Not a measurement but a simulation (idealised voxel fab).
The process module that follows is named voxel double patterning.
The cross-section shown here is cut; it is 210 nm wide and divided into square cells measuring 5 nm on a side.
We lay out every cross-section as a grid of square cells and spell it out in bands from the top down, where one band means one or more rows of cells.
What a band's entry tells you: where the top is and where the bottom is, as heights in nm, and after that what lies inside, material by material from left to right, each with its width in nm. Empty space is written as the word "empty", and a single material marked with the word "throughout" occupies the band from edge to edge.
The level at which height equals 0 is the one under which the wafer, as it arrives, is entirely one material. No lower edge exists for the bottom band, which continues downward and is notated as in "from 0 down".
The expression "30 to 40" gives the width at the extremes of the band, the first number at its top row of cells and the second at its bottom row, with the width changing by equal amounts from each row to the next in between.
"no modifications" (step): cross-section cells unchanged, all of them.
The label "Unvented cavities" introduces a list of the empty spaces, 8 cells or larger, that have no open way up to the top; each entry in it reads width x height at distance, where the distance is taken from the left edge and all three are stated in nm.
The remark found on a step's line after its settings is issued by the simulator itself and pertains to that step.
Among the settings permitted on a step's line is "overlay nm"; applied to a step with a mask, it specifies the extent to which the mask lay to the right of its planned position, whereas a negative figure signifies a position to the left.

-- The steps planned for the process are as follows
1,RECEIVE,material Si
2,CONFORMAL_DEP,material SiO2,thk nm 5
3,DIRECTIONAL_DEP,material polySi,thk nm 15
4,DIRECTIONAL_DEP,material SiN,thk nm 10
5,PATTERN,tone open,mask id FIRST,material resist,width nm 15,pitch nm 50,thk nm 15,overlay nm 0
6,DIRECTIONAL_ETCH,etch materials SiN,depth nm 10
7,STRIP,etch materials resist
8,MASKED_ETCH,tone open,mask id SECOND,width nm 15,etch materials SiN,depth nm 10,overlay nm 0
9,DIRECTIONAL_ETCH,etch materials polySi,depth nm 15
10,STRIP,etch materials SiN

-- As-received wafer cross-section (after step 1)
> from 0 down | Si throughout
> Unvented cavities: none

-- First wafer of two, sectioned at end of module; run went per plan
> from 20 to 5 | 70 polySi | 15 empty | 10 polySi | 15 empty | 10 polySi | 15 empty | 75 polySi
> from 5 to 0 | SiO2 throughout
> from 0 down | Si throughout
> Unvented cavities: none

-- End-of-module cross-section of the second wafer: identical starting point and process plan to the first, with one processing mistake
> from 15 to 0 | 70 polySi | 15 empty | 10 polySi | 15 empty | 10 polySi | 15 empty | 75 polySi
> from 0 down | Si throughout
> Unvented cavities: none
Nonconformance to the process plan: the plan's step 2 was left out and never carried out
Counted in cells at the end, the second wafer holds more or fewer of these materials than the first: SiO2: 42 fewer
